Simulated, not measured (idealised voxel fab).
The process module presented herein is designated voxel transistor to metal.
170 nm wide, 5 nm square cells: that's cross-section cut.
Throughout this document, each cross-section is represented as a grid of square cells and is presented as a sequence of bands enumerated from the top downward, where a band comprises one or more rows of cells. Band: top and bottom heights (nm) first, top before bottom; then materials from left to right, widths in nm. "all across" marks a sole material filling the band edge to edge. "empty" denotes empty space. Where do heights start? At 0: under that level the wafer as delivered is made of one material only. And the lowest band has no floor; it just carries on downward, as in "top 0, no bottom". Think of "30..40" as a width that walks from the first number to the second as you go down the band, top row to bottom row, taking equal-sized steps from row to row. Where the words "remained unchanged" appear for a step, the cross-section shows no cell changed by that step; every cell remained as before. Look at "Enclosed void list" for the closed voids: empty spaces with no open path to the top, sized 8 cells or up. Each is width x height at distance, distance from the left edge, all nm. Text after the settings on a step's line: the simulator's own remark on that step. Regarding "overlay nm": on a step with a mask, it is the distance the mask lay to the right of its planned place; a negative value places it to the left. So the way this works: pairs, before and after one process step. The after picture only goes down to the lowest band that actually changed, nothing below. Step and its settings are under each pair. And watch out, pairs might come from different runs of this module, same starting wafer though, so a pair only follows on from the one above if its "Before processing" entry tells you so.

[Before processing]
- top 100, bottom 85 = 45 of resist | 15 of empty | 45 of resist | 15 of empty | 50 of resist
- top 85, bottom 60 = 45 of SiO2 | 15 of empty | 45 of SiO2 | 15 of empty | 50 of SiO2
- top 60, bottom 55 = SiN all across
- top 55, bottom 45 = 55 of SiO2 | 5 of TiN | 5 of Ru | 5 of TiN | 45 of SiO2 | 5 of TiN | 5 of Ru | 5 of TiN | 40 of SiO2
- top 45, bottom 40 = 55 of SiO2 | 15 of TiN | 45 of SiO2 | 5 of TiN | 5 of Ru | 5 of TiN | 40 of SiO2
- top 40, bottom 30 = 55 of SiO2 | 10 of TiN | 10 of SiN | 15 of SiCN | 10 of SiN | 15 of SiO2 | 5 of TiN | 5 of Ru | 5 of TiN | 40 of SiO2
- top 30, bottom 10 = 55 of SiO2 | 10 of TiN | 10 of SiN | 15 of polySi | 10 of SiN | 15 of SiO2 | 5 of TiN | 5 of Ru | 5 of TiN | 40 of SiO2
- top 10, bottom 5 = 55 of SiO2 | 10 of TiN | 10 of SiN | 15 of polySi | 10 of SiN | 15 of SiO2 | 15 of TiN | 40 of SiO2
- top 5, bottom 0 = 30 of SiO2 | 10 of SiN | 15 of SiO2 | 10 of pSi | 10 of SiN | 15 of polySi | 10 of SiN | 10 of pSi | 5 of SiO2 | 10 of TiN | 10 of SiN | 35 of SiO2
- top 0, bottom -5 = 40 of SiO2 | 25 of pSi | 35 of SiO2 | 25 of pSi | 45 of SiO2
- top -5, bottom -10 = 40 of SiO2 | 25 of pSi | 35 of Si | 25 of pSi | 45 of SiO2
- top -10, bottom -25 = 40 of SiO2 | 85 of Si | 45 of SiO2
- top -25, no bottom = Si all across
- Enclosed void list: none

[Post-Step Geometry]
- top 100, bottom 85 = 45 of resist | 15 of empty | 45 of resist | 15 of empty | 50 of resist
- top 85, bottom 60 = 45 of SiO2 | 15 of empty | 45 of SiO2 | 15 of empty | 50 of SiO2
- top 60, bottom 55 = 45 of SiN | 15 of empty | 45 of SiN | 15 of empty | 50 of SiN
- Rest of section, below 55: as before.
- Enclosed void list: none
Between the cross-sections above, the step performed was DIRECTIONAL_ETCH, etch materials SiN, depth nm 5

Before processing: For the state before this step, see the after cross-section of the pair located directly above.

[Post-Step Geometry]
- top 85, bottom 60 = 45 of SiO2 | 15 of empty | 45 of SiO2 | 15 of empty | 50 of SiO2
- Rest of section, below 60: as before.
- Enclosed void list: none
Between the cross-sections above, the step performed was STRIP, etch materials resist

Before processing: For the state before this step, see the after cross-section of the pair located directly above.

[Post-Step Geometry]
- top 90, bottom 85 = 50 of TiN | 5 of empty | 55 of TiN | 5 of empty | 55 of TiN
- top 85, bottom 60 = 45 of SiO2 | 5 of TiN | 5 of empty | 5 of TiN | 45 of SiO2 | 5 of TiN | 5 of empty | 5 of TiN | 50 of SiO2
- top 60, bottom 55 = 45 of SiN | 15 of TiN | 45 of SiN | 15 of TiN | 50 of SiN
- Rest of section, below 55: as before.
- Enclosed void list: none
Between the cross-sections above, the step performed was CONFORMAL_DEP, material TiN, thk nm 5

Before processing: For the state before this step, see the after cross-section of the pair located directly above.

[Post-Step Geometry]
- top 95, bottom 90 = Cu all across
- top 90, bottom 85 = 50 of TiN | 5 of Cu | 55 of TiN | 5 of Cu | 55 of TiN
- top 85, bottom 60 = 45 of SiO2 | 5 of TiN | 5 of Cu | 5 of TiN | 45 of SiO2 | 5 of TiN | 5 of Cu | 5 of TiN | 50 of SiO2
- Rest of section, below 60: as before.
- Enclosed void list: none
Between the cross-sections above, the step performed was FILL_DEP, material Cu, thk nm 5

Before processing: For the state before this step, see the after cross-section of the pair located directly above.

[Post-Step Geometry]
- top 85, bottom 60 = 45 of SiO2 | 5 of TiN | 5 of Cu | 5 of TiN | 45 of SiO2 | 5 of TiN | 5 of Cu | 5 of TiN | 50 of SiO2
- Rest of section, below 60: as before.
- Enclosed void list: none
Between the cross-sections above, the step performed was CMP, height nm 85

Before processing: For the state before this step, see the after cross-section of the pair located directly above.

[Post-Step Geometry]
- top 90, bottom 85 = SiCN all across
- Rest of section, below 85: as before.
- Enclosed void list: none
Between the cross-sections above, the step performed was CONFORMAL_DEP, material SiCN, thk nm 5

[Before processing]
- top 90, bottom 85 = 50 of TiN | 5 of empty | 55 of TiN | 5 of empty | 55 of TiN
- top 85, bottom 60 = 45 of SiO2 | 5 of TiN | 5 of empty | 5 of TiN | 45 of SiO2 | 5 of TiN | 5 of empty | 5 of TiN | 50 of SiO2
- top 60, bottom 55 = 45 of SiN | 15 of TiN | 45 of SiN | 15 of TiN | 50 of SiN
- top 55, bottom 40 = 45 of SiO2 | 5 of TiN | 5 of Ru | 5 of TiN | 45 of SiO2 | 5 of TiN | 5 of Ru | 5 of TiN | 50 of SiO2
- top 40, bottom 30 = 45 of SiO2 | 5 of TiN | 5 of Ru | 5 of TiN | 5 of SiO2 | 10 of SiN | 15 of SiCN | 10 of SiN | 5 of SiO2 | 5 of TiN | 5 of Ru | 5 of TiN | 50 of SiO2
- top 30, bottom 10 = 45 of SiO2 | 5 of TiN | 5 of Ru | 5 of TiN | 5 of SiO2 | 10 of SiN | 15 of polySi | 10 of SiN | 5 of SiO2 | 5 of TiN | 5 of Ru | 5 of TiN | 50 of SiO2
- top 10, bottom 5 = 45 of SiO2 | 15 of TiN | 5 of SiO2 | 10 of SiN | 15 of polySi | 10 of SiN | 5 of SiO2 | 15 of TiN | 50 of SiO2
- top 5, bottom 0 = 30 of SiO2 | 10 of SiN | 5 of SiO2 | 10 of TiN | 10 of pSi | 10 of SiN | 15 of polySi | 10 of SiN | 10 of pSi | 10 of TiN | 5 of SiO2 | 10 of SiN | 35 of SiO2
- top 0, bottom -5 = 40 of SiO2 | 25 of pSi | 35 of SiO2 | 25 of pSi | 45 of SiO2
- top -5, bottom -10 = 40 of SiO2 | 25 of pSi | 35 of Si | 25 of pSi | 45 of SiO2
- top -10, bottom -25 = 40 of SiO2 | 85 of Si | 45 of SiO2
- top -25, no bottom = Si all across
- Enclosed void list: none

[Post-Step Geometry]
- top 95, bottom 90 = Ru all across
- top 90, bottom 85 = 50 of TiN | 5 of Ru | 55 of TiN | 5 of Ru | 55 of TiN
- top 85, bottom 60 = 45 of SiO2 | 5 of TiN | 5 of Ru | 5 of TiN | 45 of SiO2 | 5 of TiN | 5 of Ru | 5 of TiN | 50 of SiO2
- Rest of section, below 60: as before.
- Enclosed void list: none
Between the cross-sections above, the step performed was FILL_DEP, material Ru, thk nm 5

Before processing: For the state before this step, see the after cross-section of the pair located directly above.

[Post-Step Geometry]
- top 85, bottom 60 = 45 of SiO2 | 5 of TiN | 5 of Ru | 5 of TiN | 45 of SiO2 | 5 of TiN | 5 of Ru | 5 of TiN | 50 of SiO2
- Rest of section, below 60: as before.
- Enclosed void list: none
Between the cross-sections above, the step performed was CMP, height nm 85

Before processing: For the state before this step, see the after cross-section of the pair located directly above.

[Post-Step Geometry]
- top 90, bottom 85 = SiCN all across
- Rest of section, below 85: as before.
- Enclosed void list: none
Between the cross-sections above, the step performed was CONFORMAL_DEP, material SiCN, thk nm 5

[Before processing]
- top 45, bottom 40 = 30 of SiCN | 105 of empty | 35 of SiCN
- top 40, bottom 35 = SiCN all across
- top 35, bottom 30 = 30 of polySi | 105 of SiCN | 35 of polySi
- top 30, bottom 5 = polySi all across
- top 5, bottom 0 = 30 of SiO2 | 105 of polySi | 35 of SiO2
- top 0, bottom -5 = SiO2 all across
- top -5, bottom -25 = 40 of SiO2 | 85 of Si | 45 of SiO2
- top -25, no bottom = Si all across
- Enclosed void list: none

[Post-Step Geometry]
- top 65, bottom 45 = 75 of resist | 15 of empty | 80 of resist
- top 45, bottom 40 = 30 of SiCN | 45 of resist | 15 of empty | 45 of resist | 35 of SiCN
- Rest of section, below 40: as before.
- Enclosed void list: none
Between the cross-sections above, the step performed was PATTERN, tone open, mask id GATE, material resist, width nm 15, thk nm 20, overlay nm 0

Before processing: For the state before this step, see the after cross-section of the pair located directly above.

[Post-Step Geometry]
- top 65, bottom 45 = 75 of resist | 15 of empty | 80 of resist
- top 45, bottom 40 = 30 of SiCN | 45 of resist | 15 of empty | 45 of resist | 35 of SiCN
- top 40, bottom 35 = 75 of SiCN | 15 of empty | 80 of SiCN
- top 35, bottom 30 = 30 of polySi | 45 of SiCN | 15 of empty | 45 of SiCN | 35 of polySi
- Rest of section, below 30: as before.
- Enclosed void list: none
Between the cross-sections above, the step performed was DIRECTIONAL_ETCH, etch materials SiCN, depth nm 20

Before processing: For the state before this step, see the after cross-section of the pair located directly above.

[Post-Step Geometry]
- top 65, bottom 45 = 75 of resist | 15 of empty | 80 of resist
- top 45, bottom 40 = 30 of SiCN | 45 of resist | 15 of empty | 45 of resist | 35 of SiCN
- top 40, bottom 35 = 75 of SiCN | 15 of empty | 80 of SiCN
- top 35, bottom 30 = 30 of polySi | 45 of SiCN | 15 of empty | 45 of SiCN | 35 of polySi
- top 30, bottom 5 = 75 of polySi | 15 of empty | 80 of polySi
- top 5, bottom 0 = 30 of SiO2 | 45 of polySi | 15 of empty | 45 of polySi | 35 of SiO2
- Rest of section, below 0: as before.
- Enclosed void list: none
Between the cross-sections above, the step performed was DIRECTIONAL_ETCH, etch materials polySi, depth nm 40

Before processing: For the state before this step, see the after cross-section of the pair located directly above.

[Post-Step Geometry]
- top 45, bottom 35 = 30..75 of SiCN | 105..15 of empty | 35..80 of SiCN
- Rest of section, below 35: as before.
- Enclosed void list: none
Between the cross-sections above, the step performed was STRIP, etch materials resist

Before processing: For the state before this step, see the after cross-section of the pair located directly above.

[Post-Step Geometry]
- top 55, bottom 50 = 40 of SiN | 85 of empty | 45 of SiN
- top 50, bottom 45 = SiN all across
- top 45, bottom 35 = 30..75 of SiCN | 105..15 of SiN | 35..80 of SiCN
- top 35, bottom 30 = 30 of polySi | 45 of SiCN | 15 of SiN | 45 of SiCN | 35 of polySi
- top 30, bottom 5 = 75 of polySi | 15 of SiN | 80 of polySi
- top 5, bottom 0 = 30 of SiO2 | 45 of polySi | 15 of SiN | 45 of polySi | 35 of SiO2
- Rest of section, below 0: as before.
- Enclosed void list: none
Between the cross-sections above, the step performed was CONFORMAL_DEP, material SiN, thk nm 10

Before processing: For the state before this step, see the after cross-section of the pair located directly above.

[Post-Step Geometry]
- top 45, bottom 40 = 30 of SiCN | 10 of SiN | 85 of empty | 10 of SiN | 35 of SiCN
- Rest of section, below 40: as before.
- Enclosed void list: none
Between the cross-sections above, the step performed was DIRECTIONAL_ETCH, etch materials SiN, depth nm 10

Before processing: For the state before this step, see the after cross-section of the pair located directly above.

[Post-Step Geometry]
- top 50, bottom 45 = SiO2 all across
- top 45, bottom 40 = 30 of SiCN | 10 of SiN | 85 of SiO2 | 10 of SiN | 35 of SiCN
- Rest of section, below 40: as before.
- Enclosed void list: none
Between the cross-sections above, the step performed was FILL_DEP, material SiO2, thk nm 5

Before processing: For the state before this step, see the after cross-section of the pair located directly above.

[Post-Step Geometry]
- top 40, bottom 35 = 75 of SiCN | 15 of SiN | 80 of SiCN
- Rest of section, below 35: as before.
- Enclosed void list: none
Between the cross-sections above, the step performed was CMP, height nm 40

Before processing: For the state before this step, see the after cross-section of the pair located directly above.

[Post-Step Geometry]
- top 55, bottom 40 = SiO2 all across
- Rest of section, below 40: as before.
- Enclosed void list: none
Between the cross-sections above, the step performed was DIRECTIONAL_DEP, material SiO2, thk nm 15

Before processing: For the state before this step, see the after cross-section of the pair located directly above.

[Post-Step Geometry]
- top 55, bottom 40 = 45 of SiO2 | 15 of empty | 45 of SiO2 | 15 of empty | 50 of SiO2
- Rest of section, below 40: as before.
- Enclosed void list: none
Between the cross-sections above, the step performed was MASKED_ETCH, tone open, mask id CONTACT, width nm 15, pitch nm 60, etch materials SiO2, depth nm 55, overlay nm 0

Before processing: For the state before this step, see the after cross-section of the pair located directly above.

[Post-Step Geometry]
- top 60, bottom 55 = 50 of TiN | 5 of empty | 55 of TiN | 5 of empty | 55 of TiN
- top 55, bottom 45 = 45 of SiO2 | 5 of TiN | 5 of empty | 5 of TiN | 45 of SiO2 | 5 of TiN | 5 of empty | 5 of TiN | 50 of SiO2
- top 45, bottom 40 = 45 of SiO2 | 15 of TiN | 45 of SiO2 | 15 of TiN | 50 of SiO2
- Rest of section, below 40: as before.
- Enclosed void list: none
Between the cross-sections above, the step performed was CONFORMAL_DEP, material TiN, thk nm 5

Before processing: For the state before this step, see the after cross-section of the pair located directly above.

[Post-Step Geometry]
- top 70, bottom 60 = Ru all across
- top 60, bottom 55 = 50 of TiN | 5 of Ru | 55 of TiN | 5 of Ru | 55 of TiN
- top 55, bottom 45 = 45 of SiO2 | 5 of TiN | 5 of Ru | 5 of TiN | 45 of SiO2 | 5 of TiN | 5 of Ru | 5 of TiN | 50 of SiO2
- Rest of section, below 45: as before.
- Enclosed void list: none
Between the cross-sections above, the step performed was FILL_DEP, material Ru, thk nm 10

Before processing: For the state before this step, see the after cross-section of the pair located directly above.

[Post-Step Geometry]
- top 55, bottom 45 = 45 of SiO2 | 5 of TiN | 5 of Ru | 5 of TiN | 45 of SiO2 | 5 of TiN | 5 of Ru | 5 of TiN | 50 of SiO2
- Rest of section, below 45: as before.
- Enclosed void list: none
Between the cross-sections above, the step performed was CMP, height nm 55

Before processing: For the state before this step, see the after cross-section of the pair located directly above.

[Post-Step Geometry]
- top 60, bottom 55 = SiN all across
- Rest of section, below 55: as before.
- Enclosed void list: none
Between the cross-sections above, the step performed was CONFORMAL_DEP, material SiN, thk nm 5

Before processing: For the state before this step, see the after cross-section of the pair located directly above.

[Post-Step Geometry]
- top 85, bottom 60 = SiO2 all across
- Rest of section, below 60: as before.
- Enclosed void list: none
Between the cross-sections above, the step performed was DIRECTIONAL_DEP, material SiO2, thk nm 25

Before processing: For the state before this step, see the after cross-section of the pair located directly above.

[Post-Step Geometry]
- top 100, bottom 85 = 45 of resist | 15 of empty | 45 of resist | 15 of empty | 50 of resist
- Rest of section, below 85: as before.
- Enclosed void list: none
Between the cross-sections above, the step performed was PATTERN, tone open, mask id METAL_1, material resist, width nm 15, pitch nm 60, thk nm 15, overlay nm 0

Before processing: For the state before this step, see the after cross-section of the pair located directly above.

[Post-Step Geometry]
- top 100, bottom 85 = 45 of resist | 15 of empty | 45 of resist | 15 of empty | 50 of resist
- top 85, bottom 60 = 45 of SiO2 | 15 of empty | 45 of SiO2 | 15 of empty | 50 of SiO2
- Rest of section, below 60: as before.
- Enclosed void list: none
Between the cross-sections above, the step performed was DIRECTIONAL_ETCH, etch materials SiO2, depth nm 25

Before processing: For the state before this step, see the after cross-section of the pair located directly above.

[Post-Step Geometry]
- top 100, bottom 85 = 45 of resist | 15 of empty | 45 of resist | 15 of empty | 50 of resist
- top 85, bottom 60 = 45 of SiO2 | 15 of empty | 45 of SiO2 | 15 of empty | 50 of SiO2
- top 60, bottom 55 = 45 of SiN | 15 of empty | 45 of SiN | 15 of empty | 50 of SiN
- Rest of section, below 55: as before.
- Enclosed void list: none
Between the cross-sections above, the step performed was DIRECTIONAL_ETCH, etch materials SiN, depth nm 5

Before processing: For the state before this step, see the after cross-section of the pair located directly above.

[Post-Step Geometry]
- top 85, bottom 60 = 45 of SiO2 | 15 of empty | 45 of SiO2 | 15 of empty | 50 of SiO2
- Rest of section, below 60: as before.
- Enclosed void list: none
Between the cross-sections above, the step performed was STRIP, etch materials resist

Before processing: For the state before this step, see the after cross-section of the pair located directly above.

[Post-Step Geometry]
- top 90, bottom 85 = 50 of TiN | 5 of empty | 55 of TiN | 5 of empty | 55 of TiN
- top 85, bottom 60 = 45 of SiO2 | 5 of TiN | 5 of empty | 5 of TiN | 45 of SiO2 | 5 of TiN | 5 of empty | 5 of TiN | 50 of SiO2
- top 60, bottom 55 = 45 of SiN | 15 of TiN | 45 of SiN | 15 of TiN | 50 of SiN
- Rest of section, below 55: as before.
- Enclosed void list: none
Between the cross-sections above, the step performed was CONFORMAL_DEP, material TiN, thk nm 5

Before processing: For the state before this step, see the after cross-section of the pair located directly above.

[Post-Step Geometry]
- top 95, bottom 90 = Cu all across
- top 90, bottom 85 = 50 of TiN | 5 of Cu | 55 of TiN | 5 of Cu | 55 of TiN
- top 85, bottom 60 = 45 of SiO2 | 5 of TiN | 5 of Cu | 5 of TiN | 45 of SiO2 | 5 of TiN | 5 of Cu | 5 of TiN | 50 of SiO2
- Rest of section, below 60: as before.
- Enclosed void list: none
Between the cross-sections above, the step performed was FILL_DEP, material Cu, thk nm 5

Before processing: For the state before this step, see the after cross-section of the pair located directly above.

[Post-Step Geometry]
- top 85, bottom 60 = 45 of SiO2 | 5 of TiN | 5 of Cu | 5 of TiN | 45 of SiO2 | 5 of TiN | 5 of Cu | 5 of TiN | 50 of SiO2
- Rest of section, below 60: as before.
- Enclosed void list: none
Between the cross-sections above, the step performed was CMP, height nm 85

Before processing: For the state before this step, see the after cross-section of the pair located directly above.

[Post-Step Geometry]
- top 90, bottom 85 = SiCN all across
- Rest of section, below 85: as before.
- Enclosed void list: none
Between the cross-sections above, the step performed was CONFORMAL_DEP, material SiCN, thk nm 5
